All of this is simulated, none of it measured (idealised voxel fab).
process module | voxel capacitor over wiring
In the cross-section labelled cut, the width is 275 nm and each square cell is 5 nm.
For the purposes of this document, a cross-section shall be understood as a grid of square cells, specified as bands listed in top-to-bottom order, each band consisting of one or more rows of cells. For a band, the entry starts with two heights in nm, that of the top and then that of the bottom, and carries on with the band's materials in order from left to right, each alongside its width in nm; the word "full width" beside a single material means it fills the band edge to edge, and "blank" means empty space. We count height from 0. Below that, the starting wafer is all one material. The lowest band never ends at the bottom but goes on down; see "0..down" for how that is written. The two numbers in a width such as "30->40" mark its ends across the band: the first belongs to the top row of cells, the second to the bottom row, and from each row to the next the width moves by the same amount. When a step is marked "all unchanged", none of the cells in the cross-section changed during that step. The label "Closed cavities" introduces a list of the empty spaces, 8 cells or larger, that have no open way up to the top; each entry in it reads width x height at distance, where the distance is taken from the left edge and all three are stated in nm. What comes after the settings on a step's line is commentary from the simulator itself on that step. Regarding "overlay nm": on a step with a mask, it is the distance the mask lay to the right of its planned place; a negative value places it to the left.

These are the steps we planned for the process
1) RECEIVE | material Si
2) CONFORMAL_DEP | material SiO2 | thk nm 10
3) DIRECTIONAL_DEP | material TiN | thk nm 5
4) DIRECTIONAL_DEP | material W | thk nm 20
5) PATTERN | tone cover | mask id METAL_1 | material resist | width nm 30 | pitch nm 80 | thk nm 20 | overlay nm 0
6) DIRECTIONAL_ETCH | etch materials W | depth nm 20
7) DIRECTIONAL_ETCH | etch materials TiN | depth nm 5
8) STRIP | etch materials resist
9) FILL_DEP | material lowk | thk nm 10
10) CMP | height nm 35
11) CONFORMAL_DEP | material SiCN | thk nm 5
12) DIRECTIONAL_DEP | material SiO2 | thk nm 15
13) MASKED_ETCH | tone open | mask id PLUG_1 | width nm 15 | etch materials SiO2 | depth nm 15 | overlay nm 0
14) MASKED_ETCH | tone open | mask id PLUG_1 | width nm 15 | etch materials SiCN | depth nm 5 | overlay nm 0
15) EPI | material Ru | thk nm 10
16) EPI | material Ru | thk nm 10
17) DIRECTIONAL_DEP | material TiN | thk nm 5
18) DIRECTIONAL_DEP | material HfO2 | thk nm 5
19) DIRECTIONAL_DEP | material TiN | thk nm 5
20) DIRECTIONAL_DEP | material aC | thk nm 10
21) PATTERN | tone cover | mask id UPPER_PLATE | material resist | width nm 55 | thk nm 25 | overlay nm 0
22) DIRECTIONAL_ETCH | etch materials aC | depth nm 10
23) STRIP | etch materials resist
24) DIRECTIONAL_ETCH | etch materials TiN | depth nm 5
25) DIRECTIONAL_ETCH | etch materials HfO2 | depth nm 5
26) STRIP | etch materials aC
27) MASKED_ETCH | tone cover | mask id LOWER_PLATE | width nm 65 | etch materials TiN | depth nm 5 | overlay nm 0
28) FILL_DEP | material SiO2 | thk nm 15
29) CMP | height nm 80
30) MASKED_ETCH | tone open | mask id PLUG_2 | width nm 15 | etch materials SiO2 | depth nm 10 | overlay nm 0
31) CONFORMAL_DEP | material TiN | thk nm 5
32) FILL_DEP | material Ru | thk nm 10
33) CMP | height nm 80
34) CONFORMAL_DEP | material SiN | thk nm 5

On the first of the two wafers: run conducted according to plan

Wafer at receipt (post step 1), cross-section
  0..down = Si full width
  Closed cavities: none

Cross-section: wafer state after step 2
  10..0 = SiO2 full width
  Note: structure below 0 unchanged.

Cross-section: wafer state after step 3
  15..10 = TiN full width
  Note: structure below 10 unchanged.

Cross-section: wafer state after step 4
  35..15 = W full width
  Note: structure below 15 unchanged.

Cross-section: wafer state after step 5
  55..35 = blank 80 nm, then resist 30 nm, then blank 50 nm, then resist 30 nm, then blank 85 nm
  Note: structure below 35 unchanged.

Cross-section: wafer state after step 6
  55..35 = blank 80 nm, then resist 30 nm, then blank 50 nm, then resist 30 nm, then blank 85 nm
  35..15 = blank 80 nm, then W 30 nm, then blank 50 nm, then W 30 nm, then blank 85 nm
  Note: structure below 15 unchanged.

Cross-section: wafer state after step 7
  55..35 = blank 80 nm, then resist 30 nm, then blank 50 nm, then resist 30 nm, then blank 85 nm
  35..15 = blank 80 nm, then W 30 nm, then blank 50 nm, then W 30 nm, then blank 85 nm
  15..10 = blank 80 nm, then TiN 30 nm, then blank 50 nm, then TiN 30 nm, then blank 85 nm
  Note: structure below 10 unchanged.

Cross-section: wafer state after step 8
  35..15 = blank 80 nm, then W 30 nm, then blank 50 nm, then W 30 nm, then blank 85 nm
  Note: structure below 15 unchanged.

Cross-section: wafer state after step 9
  45..35 = lowk full width
  35..15 = lowk 80 nm, then W 30 nm, then lowk 50 nm, then W 30 nm, then lowk 85 nm
  15..10 = lowk 80 nm, then TiN 30 nm, then lowk 50 nm, then TiN 30 nm, then lowk 85 nm
  Note: structure below 10 unchanged.

Cross-section: wafer state after step 10
  35..15 = lowk 80 nm, then W 30 nm, then lowk 50 nm, then W 30 nm, then lowk 85 nm
  Note: structure below 15 unchanged.

Cross-section: wafer state after step 11
  40..35 = SiCN full width
  Note: structure below 35 unchanged.

Cross-section: wafer state after step 12
  55..40 = SiO2 full width
  Note: structure below 40 unchanged.

Cross-section: wafer state after step 13
  55..40 = SiO2 95 nm, then blank 15 nm, then SiO2 165 nm
  Note: structure below 40 unchanged.

Cross-section: wafer state after step 14
  55..40 = SiO2 95 nm, then blank 15 nm, then SiO2 165 nm
  40..35 = SiCN 95 nm, then blank 15 nm, then SiCN 165 nm
  Note: structure below 35 unchanged.

Cross-section: wafer state after step 15
  55..45 = SiO2 95 nm, then blank 15 nm, then SiO2 165 nm
  45..40 = SiO2 95 nm, then Ru 15 nm, then SiO2 165 nm
  40..35 = SiCN 95 nm, then Ru 15 nm, then SiCN 165 nm
  Note: structure below 35 unchanged.

Cross-section: wafer state after step 16
  55..40 = SiO2 95 nm, then Ru 15 nm, then SiO2 165 nm
  Note: structure below 40 unchanged.

Cross-section: wafer state after step 17
  60..55 = TiN full width
  Note: structure below 55 unchanged.

Cross-section: wafer state after step 18
  65..60 = HfO2 full width
  Note: structure below 60 unchanged.

Cross-section: wafer state after step 19
  70..65 = TiN full width
  Note: structure below 65 unchanged.

Cross-section: wafer state after step 20
  80..70 = aC full width
  Note: structure below 70 unchanged.

Cross-section: wafer state after step 21
  105..80 = blank 95 nm, then resist 55 nm, then blank 125 nm
  Note: structure below 80 unchanged.

Cross-section: wafer state after step 22
  95..80 = blank 95 nm, then resist 55 nm, then blank 125 nm
  80..70 = blank 95 nm, then aC 55 nm, then blank 125 nm
  Note: structure below 70 unchanged.

Cross-section: wafer state after step 23
  80..70 = blank 95 nm, then aC 55 nm, then blank 125 nm
  Note: structure below 70 unchanged.

Cross-section: wafer state after step 24
  80..70 = blank 95 nm, then aC 55 nm, then blank 125 nm
  70..65 = blank 95 nm, then TiN 55 nm, then blank 125 nm
  Note: structure below 65 unchanged.

Cross-section: wafer state after step 25
  80..70 = blank 95 nm, then aC 55 nm, then blank 125 nm
  70..65 = blank 95 nm, then TiN 55 nm, then blank 125 nm
  65..60 = blank 95 nm, then HfO2 55 nm, then blank 125 nm
  Note: structure below 60 unchanged.

Cross-section: wafer state after step 26
  70..65 = blank 95 nm, then TiN 55 nm, then blank 125 nm
  Note: structure below 65 unchanged.

Cross-section: wafer state after step 27
  70..65 = blank 95 nm, then TiN 55 nm, then blank 125 nm
  65..60 = blank 95 nm, then HfO2 55 nm, then blank 125 nm
  60..55 = blank 90 nm, then TiN 65 nm, then blank 120 nm
  Note: structure below 55 unchanged.

Cross-section: wafer state after step 28
  85..70 = SiO2 full width
  70..65 = SiO2 95 nm, then TiN 55 nm, then SiO2 125 nm
  65..60 = SiO2 95 nm, then HfO2 55 nm, then SiO2 125 nm
  60..55 = SiO2 90 nm, then TiN 65 nm, then SiO2 120 nm
  Note: structure below 55 unchanged.

Cross-section: wafer state after step 29
  80..70 = SiO2 full width
  Note: structure below 70 unchanged.

Cross-section: wafer state after step 30
  80..70 = SiO2 105 nm, then blank 15 nm, then SiO2 155 nm
  Note: structure below 70 unchanged.

Cross-section: wafer state after step 31
  85..80 = TiN 110 nm, then blank 5 nm, then TiN 160 nm
  80..75 = SiO2 105 nm, then TiN 5 nm, then blank 5 nm, then TiN 5 nm, then SiO2 155 nm
  75..65 = SiO2 105->95 nm, then TiN 15->55 nm, then SiO2 155->125 nm
  Note: structure below 65 unchanged.

Cross-section: wafer state after step 32
  95..85 = Ru full width
  85..80 = TiN 110 nm, then Ru 5 nm, then TiN 160 nm
  80..75 = SiO2 105 nm, then TiN 5 nm, then Ru 5 nm, then TiN 5 nm, then SiO2 155 nm
  Note: structure below 75 unchanged.

Cross-section: wafer state after step 33
  80..75 = SiO2 105 nm, then TiN 5 nm, then Ru 5 nm, then TiN 5 nm, then SiO2 155 nm
  Note: structure below 75 unchanged.

Cross-section: wafer state after step 34
  85..80 = SiN full width
  Note: structure below 80 unchanged.

The second wafer was prepared from the same starting point and under the same plan as the first; its processing contained one mistake, and it remains indistinguishable from the first wafer up to and including step 12

Second wafer at the planned finish of step 13, seen in cross-section
  55..50 = SiO2 95 nm, then blank 15 nm, then SiO2 165 nm
  Note: structure below 50 unchanged.

Second wafer at the planned finish of step 14, seen in cross-section: all unchanged

Second wafer at the planned finish of step 15, seen in cross-section: all unchanged

Second wafer at the planned finish of step 16, seen in cross-section: all unchanged

Second wafer at the planned finish of step 17, seen in cross-section
  60..55 = TiN 95 nm, then blank 15 nm, then TiN 165 nm
  55..50 = SiO2 95 nm, then TiN 15 nm, then SiO2 165 nm
  Note: structure below 50 unchanged.

Second wafer at the planned finish of step 18, seen in cross-section
  65..60 = HfO2 95 nm, then blank 15 nm, then HfO2 165 nm
  60..55 = TiN 95 nm, then HfO2 15 nm, then TiN 165 nm
  Note: structure below 55 unchanged.

Second wafer at the planned finish of step 19, seen in cross-section
  70..65 = TiN 95 nm, then blank 15 nm, then TiN 165 nm
  65..60 = HfO2 95 nm, then TiN 15 nm, then HfO2 165 nm
  Note: structure below 60 unchanged.

Second wafer at the planned finish of step 20, seen in cross-section
  80..75 = aC 95 nm, then blank 15 nm, then aC 165 nm
  75..70 = aC full width
  70..65 = TiN 95 nm, then aC 15 nm, then TiN 165 nm
  Note: structure below 65 unchanged.

Second wafer at the planned finish of step 21, seen in cross-section
  105..80 = blank 95 nm, then resist 55 nm, then blank 125 nm
  80..75 = aC 95 nm, then resist 15 nm, then aC 165 nm
  Note: structure below 75 unchanged.

Second wafer at the planned finish of step 22, seen in cross-section
  95..80 = blank 95 nm, then resist 55 nm, then blank 125 nm
  80..75 = blank 95 nm, then resist 15 nm, then aC 40 nm, then blank 125 nm
  75..70 = blank 95 nm, then aC 55 nm, then blank 125 nm
  Note: structure below 70 unchanged.

Second wafer at the planned finish of step 23, seen in cross-section
  80..70 = blank 110->95 nm, then aC 40->55 nm, then blank 125 nm
  Note: structure below 70 unchanged.

Second wafer at the planned finish of step 24, seen in cross-section
  80..70 = blank 110->95 nm, then aC 40->55 nm, then blank 125 nm
  70..65 = blank 95 nm, then aC 15 nm, then TiN 40 nm, then blank 125 nm
  Note: structure below 65 unchanged.

Second wafer at the planned finish of step 25, seen in cross-section
  80..70 = blank 110->95 nm, then aC 40->55 nm, then blank 125 nm
  70..65 = blank 95 nm, then aC 15 nm, then TiN 40 nm, then blank 125 nm
  65..60 = blank 95 nm, then TiN 15 nm, then HfO2 40 nm, then blank 125 nm
  Note: structure below 60 unchanged.

Second wafer at the planned finish of step 26, seen in cross-section
  70..65 = blank 110 nm, then TiN 40 nm, then blank 125 nm
  Note: structure below 65 unchanged.

Second wafer at the planned finish of step 27, seen in cross-section
  70..65 = blank 110 nm, then TiN 40 nm, then blank 125 nm
  65..60 = blank 95 nm, then TiN 15 nm, then HfO2 40 nm, then blank 125 nm
  60..55 = blank 90 nm, then TiN 5 nm, then HfO2 15 nm, then TiN 45 nm, then blank 120 nm
  Note: structure below 55 unchanged.

Second wafer at the planned finish of step 28, seen in cross-section
  85..70 = SiO2 full width
  70..65 = SiO2 110 nm, then TiN 40 nm, then SiO2 125 nm
  65..60 = SiO2 95 nm, then TiN 15 nm, then HfO2 40 nm, then SiO2 125 nm
  60..55 = SiO2 90 nm, then TiN 5 nm, then HfO2 15 nm, then TiN 45 nm, then SiO2 120 nm
  Note: structure below 55 unchanged.

Second wafer at the planned finish of step 29, seen in cross-section
  80..70 = SiO2 full width
  Note: structure below 70 unchanged.

Second wafer at the planned finish of step 30, seen in cross-section
  80..70 = SiO2 105 nm, then blank 15 nm, then SiO2 155 nm
  Note: structure below 70 unchanged.

Second wafer at the planned finish of step 31, seen in cross-section
  85..80 = TiN 110 nm, then blank 5 nm, then TiN 160 nm
  80..75 = SiO2 105 nm, then TiN 5 nm, then blank 5 nm, then TiN 5 nm, then SiO2 155 nm
  75..65 = SiO2 105->110 nm, then TiN 15->40 nm, then SiO2 155->125 nm
  Note: structure below 65 unchanged.

Second wafer at the planned finish of step 32, seen in cross-section
  95..85 = Ru full width
  85..80 = TiN 110 nm, then Ru 5 nm, then TiN 160 nm
  80..75 = SiO2 105 nm, then TiN 5 nm, then Ru 5 nm, then TiN 5 nm, then SiO2 155 nm
  Note: structure below 75 unchanged.

Second wafer at the planned finish of step 33, seen in cross-section
  80..75 = SiO2 105 nm, then TiN 5 nm, then Ru 5 nm, then TiN 5 nm, then SiO2 155 nm
  Note: structure below 75 unchanged.

Second wafer at the planned finish of step 34, seen in cross-section
  85..80 = SiN full width
  Note: structure below 80 unchanged.
Heads up, the wafer didn't run the way we planned it: step 13 was not run as planned; what actually ran was MASKED_ETCH | tone open | mask id PLUG_1 | width nm 15 | etch materials SiO2 | depth nm 5 | overlay nm 0
Bottom line after processing is that, in cells, the second wafer is up or down on some materials versus the first: Ru: 12 fewer; SiCN: 3 more; SiO2: 9 more
